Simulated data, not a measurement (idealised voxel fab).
Documented hereafter: the process module known as voxel spacer lines.
Shown is cross-section cut, with a width of 260 nm and square cells of size 5 nm.
Each cross-section below is a grid of square cells, stated as bands in top-down order, with one or more rows of cells making up each band.
Heads up on the band format: heights come first, top then bottom, in nm. After that it's the materials left to right, each with its width in nm. A single material flagged "all across" fills the whole band edge to edge, and "blank" means there's empty space there.
Below 0: as-received wafer, all one material; heights counted from there. Lowest band: no bottom, goes on down, written "0..down".
A width given as "30->40" starts at the first number in the band's top row and ends at the second number in its bottom row, shifting by an equal amount at every step from row to row.
You'll sometimes find "no alteration" written for a step, and that's the way of saying that nowhere in the cross-section did a cell change during that step.
Voids not open to the top, 8 cells minimum: see "Sealed-off cavities". Written width x height at distance; distance is from the left edge; nm.
Note: text after step settings on the step line = simulator remark on that step.
A step line may carry the setting "overlay nm", which, for steps involving a mask, states the distance by which the mask lay to the right of its intended position; negative values denote displacement to the left.
### Steps in the process plan
1 RECEIVE (material Si)
2 CONFORMAL_DEP (material SiO2; thk nm 5)
3 DIRECTIONAL_DEP (material TiN; thk nm 15)
4 DIRECTIONAL_DEP (material aC; thk nm 25)
5 PATTERN (tone cover; mask id MANDREL; material resist; width nm 25; pitch nm 80; thk nm 35; overlay nm 0)
6 DIRECTIONAL_ETCH (etch materials aC; depth nm 25)
7 STRIP (etch materials resist)
8 CONFORMAL_DEP (material SiN; thk nm 15)
9 DIRECTIONAL_ETCH (etch materials SiN; depth nm 15)
10 STRIP (etch materials aC)
11 DIRECTIONAL_ETCH (etch materials TiN; depth nm 15)
12 STRIP (etch materials SiN)
### Incoming wafer in cross-section (state: after step 1)
0..down | Si all across
Sealed-off cavities: none
### Result of the module, cross-sectioned: start per above, plan per above, one error in how it was run
20..5 | blank 25  TiN 15  blank 20  TiN 15  blank 30  TiN 15  blank 20  TiN 15  blank 30  TiN 15  blank 20  TiN 15  blank 25
5..0 | SiO2 all across
0..down | Si all across
Sealed-off cavities: none
Diagnosis: step 5: run off-plan, actual operation and settings PATTERN (tone cover; mask id MANDREL; material resist; width nm 20; pitch nm 80; thk nm 35; overlay nm 0)
